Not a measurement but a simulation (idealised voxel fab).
process module | voxel self aligned contacts
Cross-sectional view cut (width: 215 nm; square cell size: 5 nm).
A cross-section is written here as square cells arranged in a grid, and it is given in bands from the top down, each band taking up one or more rows of cells.
Read a band's entry like this: the first values are the height of its top and the height of its bottom in nm, and what follows is the sequence of materials from left to right, each with its width in nm. Note that "empty" is empty space, and that a single material marked "all across" reaches across the band from edge to edge.
Heights from 0 (as-received wafer is one material below). Bottom band endless downward, as "0 down".
When a width is written as two numbers, as in "30..40", the first number is the width in the top row of cells of the band and the second is the width in its bottom row, and the width changes by the same amount from each row to the next.
It should be understood that the words "changes: none", when stated for a given step, signify that the cross-section underwent no change in any of its cells during that step.
Reported under the label "Closed void register" are the empty spaces having no open way to the top and comprising 8 cells or more; the notation for each is width x height at distance, in which the distance is measured from the left edge and all three values are in nm.
Past the settings on a step's line: simulator remark, on that step.
overlay nm: step with mask; distance mask lay right of planned place; negative value = left of planned place.

## The process steps that were planned are listed below
1. RECEIVE, material Si
2. OXIDIZE, depth nm 5
3. DIRECTIONAL_DEP, material polySi, thk nm 30
4. DIRECTIONAL_DEP, material SiN, thk nm 20
5. DIRECTIONAL_DEP, material aC, thk nm 10
6. PATTERN, tone cover, mask id GATE, material resist, width nm 25, pitch nm 60, thk nm 25, overlay nm 0
7. DIRECTIONAL_ETCH, etch materials aC, depth nm 10
8. STRIP, etch materials resist
9. DIRECTIONAL_ETCH, etch materials SiN, depth nm 20
10. DIRECTIONAL_ETCH, etch materials polySi, depth nm 30
11. STRIP, etch materials aC
12. CONFORMAL_DEP, material SiN, thk nm 5
13. DIRECTIONAL_ETCH, etch materials SiN, depth nm 5
14. FILL_DEP, material SiO2, thk nm 10
15. CMP, height nm 55
16. PATTERN, tone open, mask id CONTACT, material resist, width nm 45, thk nm 15, overlay nm -15
17. DIRECTIONAL_ETCH, etch materials SiO2, depth nm 60
18. STRIP, etch materials resist
19. CONFORMAL_DEP, material TiN, thk nm 5
20. FILL_DEP, material Ru, thk nm 10
21. CMP, height nm 55
22. CONFORMAL_DEP, material SiN, thk nm 5
For this document, wafers share an identical start and vary in the step 16 overlay nm; the plan quotes the first wafer's value.

## Cross-section of the first of several received wafers, showing its state after step 1
    0 down: Si all across
    Closed void register: none

## Module finished, last step 22 done: cross-section of the first of several wafers
    60 to 55: SiN all across
    55 to 50: 70 nm SiO2, then 30 nm TiN, then 10 nm Ru, then 5 nm TiN, then 100 nm SiO2
    50 to 30: 60 nm SiO2, then 35 nm SiN, then 5 nm TiN, then 10 nm Ru, then 5 nm TiN, then 5 nm SiO2, then 35 nm SiN, then 60 nm SiO2
    30 to 0: 60 nm SiO2, then 5 nm SiN, then 25 nm polySi, then 5 nm SiN, then 5 nm TiN, then 10 nm Ru, then 5 nm TiN, then 5 nm SiO2, then 5 nm SiN, then 25 nm polySi, then 5 nm SiN, then 60 nm SiO2
    0 to -5: 95 nm SiO2, then 20 nm TiN, then 100 nm SiO2
    -5 down: Si all across
    Closed void register: none

## Cross-section, module end, final of several wafers
    60 to 55: SiN all across
    55 to 50: 100 nm SiO2, then 5 nm TiN, then 10 nm Ru, then 30 nm TiN, then 70 nm SiO2
    50 to 30: 60 nm SiO2, then 35 nm SiN, then 5 nm SiO2, then 5 nm TiN, then 10 nm Ru, then 5 nm TiN, then 35 nm SiN, then 60 nm SiO2
    30 to 0: 60 nm SiO2, then 5 nm SiN, then 25 nm polySi, then 5 nm SiN, then 5 nm SiO2, then 5 nm TiN, then 10 nm Ru, then 5 nm TiN, then 5 nm SiN, then 25 nm polySi, then 5 nm SiN, then 60 nm SiO2
    0 to -5: 100 nm SiO2, then 20 nm TiN, then 95 nm SiO2
    -5 down: Si all across
    Closed void register: none

## Per wafer, end of module: cells gained (+) or lost (-) per material since receipt, then closed voids
overlay nm -15 | +22 Ru | -43 Si | +123 SiN | +323 SiO2 | +31 TiN | +60 polySi | Closed void register: none
overlay nm -10 | +33 Ru | -43 Si | +123 SiN | +312 SiO2 | +31 TiN | +60 polySi | Closed void register: none
overlay nm -5 | +33 Ru | -43 Si | +123 SiN | +312 SiO2 | +31 TiN | +60 polySi | Closed void register: none
overlay nm 0 | +33 Ru | -43 Si | +123 SiN | +312 SiO2 | +31 TiN | +60 polySi | Closed void register: none
overlay nm 5 | +33 Ru | -43 Si | +123 SiN | +312 SiO2 | +31 TiN | +60 polySi | Closed void register: none
overlay nm 10 | +33 Ru | -43 Si | +123 SiN | +312 SiO2 | +31 TiN | +60 polySi | Closed void register: none
overlay nm 15 | +22 Ru | -43 Si | +123 SiN | +323 SiO2 | +31 TiN | +60 polySi | Closed void register: none
